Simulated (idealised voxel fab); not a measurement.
process module | voxel transistor to metal
cross-section cut | 185 nm wide | cells 5 nm
A cross-section is a grid of square cells, given in bands from the top down. A band is one or more rows of cells.
Each band's line starts with the height of the band's top and of its bottom, in nm. Then come its materials from left to right, each with its width in nm. One material with "throughout" fills the band from edge to edge. "air" is empty space.
Height 0 is the level under which the wafer as received is all one material. The lowest band goes on downwards, as in "0 down".
A width such as "30 to 40" changes by the same amount from each row of cells to the next, from the band's top row to its bottom row.
"no change" after a step means that no cell of the cross-section changed.
closed voids: empty space of 8 cells or more with no open way to the top, each as width x height at its distance from the left edge, in nm
after a step's settings: what the simulator itself notes on the step
overlay nm, on a step with a mask: how far to the right of its planned place the mask lay; to the left if negative
plan
1 op RECEIVE | material Si
2 op OXIDIZE | depth nm 5
3 op CONFORMAL_DEP | material SiN | thk nm 10
4 op DIRECTIONAL_DEP | material aC | thk nm 10
5 op PATTERN | tone cover | mask id ACTIVE | material resist | width nm 105 | thk nm 25 | overlay nm 0
6 op DIRECTIONAL_ETCH | etch materials aC | depth nm 10
7 op STRIP | etch materials resist
8 op DIRECTIONAL_ETCH | etch materials SiN | depth nm 10
9 op DIRECTIONAL_ETCH | etch materials SiO2 | depth nm 5
10 op DIRECTIONAL_ETCH | etch materials Si | depth nm 35
11 op STRIP | etch materials aC
12 op OXIDIZE | depth nm 5
13 op FILL_DEP | material SiO2 | thk nm 5
14 op CMP | height nm 10
15 op SELECTIVE_ETCH | etch materials SiO2 | depth nm 5
16 op STRIP | etch materials SiN
17 op SELECTIVE_ETCH | etch materials SiO2 | depth nm 5
18 op OXIDIZE | depth nm 5
19 op DIRECTIONAL_DEP | material polySi | thk nm 30
20 op DIRECTIONAL_DEP | material SiCN | thk nm 10
21 op PATTERN | tone cover | mask id GATE | material resist | width nm 25 | thk nm 20 | overlay nm 0
22 op DIRECTIONAL_ETCH | etch materials SiCN | depth nm 20
23 op DIRECTIONAL_ETCH | etch materials polySi | depth nm 40
24 op STRIP | etch materials resist
25 op CONFORMAL_DEP | material SiO2 | thk nm 5
26 op DIRECTIONAL_ETCH | etch materials SiO2 | depth nm 5
27 op CONFORMAL_DEP | material SiN | thk nm 5
28 op DIRECTIONAL_ETCH | etch materials SiN | depth nm 5
29 op DIRECTIONAL_ETCH | etch materials SiO2 | depth nm 5
30 op DIRECTIONAL_ETCH | etch materials Si | depth nm 10
31 op EPI | material nSi | thk nm 10
32 op FILL_DEP | material SiO2 | thk nm 10
33 op CMP | height nm 35
34 op DIRECTIONAL_DEP | material SiO2 | thk nm 15
35 op PATTERN | tone open | mask id CONTACT | material resist | width nm 20 | pitch nm 75 | thk nm 15 | overlay nm 0
36 op DIRECTIONAL_ETCH | etch materials SiO2 | depth nm 60
37 op STRIP | etch materials resist
38 op CONFORMAL_DEP | material TiN | thk nm 5
39 op FILL_DEP | material Ru | thk nm 5
40 op CMP | height nm 50
41 op DIRECTIONAL_DEP | material TiN | thk nm 5
42 op DIRECTIONAL_DEP | material W | thk nm 15
43 op DIRECTIONAL_DEP | material aC | thk nm 15
44 op PATTERN | tone cover | mask id METAL_1 | material resist | width nm 20 | pitch nm 75 | thk nm 35 | overlay nm 0
45 op DIRECTIONAL_ETCH | etch materials aC | depth nm 15
46 op STRIP | etch materials resist
47 op DIRECTIONAL_ETCH | etch materials W | depth nm 15
48 op DIRECTIONAL_ETCH | etch materials TiN | depth nm 5
49 op STRIP | etch materials aC
50 op CONFORMAL_DEP | material SiN | thk nm 5
51 op FILL_DEP | material lowk | thk nm 10
52 op CMP | height nm 70
53 op CONFORMAL_DEP | material SiCN | thk nm 5
54 op DIRECTIONAL_DEP | material SiO2 | thk nm 35
55 op MASKED_ETCH | tone open | mask id METAL_2 | width nm 20 | pitch nm 75 | etch materials SiO2 | depth nm 20 | overlay nm 0
56 op MASKED_ETCH | tone open | mask id METAL_2_HOLES | width nm 15 | pitch nm 75 | etch materials SiO2 | depth nm 15 | overlay nm 0
57 op MASKED_ETCH | tone open | mask id METAL_2_HOLES | width nm 15 | pitch nm 75 | etch materials SiCN | depth nm 5 | overlay nm 0
58 op CONFORMAL_DEP | material TiN | thk nm 5
59 op FILL_DEP | material Ru | thk nm 5
60 op CMP | height nm 110
61 op CONFORMAL_DEP | material SiN | thk nm 5
as received, after step 1
  0 down: Si throughout
  closed voids: none
a wafer at the end: this start, this plan, one mistake
  115 to 110: SiN throughout
  110 to 95: SiO2 45 | TiN 5 | SiN 10 | TiN 5 | SiO2 55 | TiN 5 | SiN 10 | TiN 5 | SiO2 45
  95 to 90: SiO2 45 | TiN 5 | SiN 5 | TiN 10 | SiO2 55 | TiN 5 | SiN 5 | TiN 10 | SiO2 45
  90 to 75: SiO2 45 | TiN 5 | SiN 5 | TiN 5 | SiO2 60 | TiN 5 | SiN 5 | TiN 5 | SiO2 50
  75 to 70: SiCN 45 | TiN 15 | SiCN 60 | TiN 15 | SiCN 50
  70 to 55: lowk 40 | SiN 5 | W 20 | SiN 5 | lowk 45 | SiN 5 | W 20 | SiN 5 | lowk 40
  55 to 50: SiN 45 | TiN 20 | SiN 55 | TiN 20 | SiN 45
  50 to 35: SiO2 45 | TiN 5 | Ru 10 | TiN 5 | SiO2 55 | TiN 5 | Ru 10 | TiN 5 | SiO2 45
  35 to 25: SiO2 45 | TiN 5 | Ru 10 | TiN 5 | SiO2 5 | SiN 5 | SiO2 5 | SiCN 25 | SiO2 5 | SiN 5 | SiO2 5 | TiN 5 | Ru 10 | TiN 5 | SiO2 45
  25 to 5: SiO2 45 | TiN 5 | Ru 10 | TiN 5 | SiO2 5 | SiN 5 | SiO2 5 | polySi 25 | SiO2 5 | SiN 5 | SiO2 5 | TiN 5 | Ru 10 | TiN 5 | SiO2 45
  5 to 0: SiO2 45 | TiN 5 | Ru 5 | TiN 10 | SiO2 5 | SiN 5 | SiO2 5 | polySi 25 | SiO2 5 | SiN 5 | SiO2 5 | TiN 10 | Ru 5 | TiN 5 | SiO2 45
  0 to -5: SiO2 40 | SiN 5 | TiN 5 | Ru 5 | TiN 5 | nSi 10 | SiN 5 | SiO2 5 | polySi 25 | SiO2 5 | SiN 5 | nSi 10 | TiN 5 | Ru 5 | TiN 5 | SiN 5 | SiO2 40
  -5 to -10: SiO2 45 | TiN 15 | nSi 10 | SiO2 45 | nSi 10 | TiN 15 | SiO2 45
  -10 to -20: SiO2 45 | nSi 25 | Si 45 | nSi 25 | SiO2 45
  -20 to -45: SiO2 45 | Si 95 | SiO2 45
  -45 down: Si throughout
  closed voids: none
what went wrong: step 59 ran as: op FILL_DEP | material SiN | thk nm 5
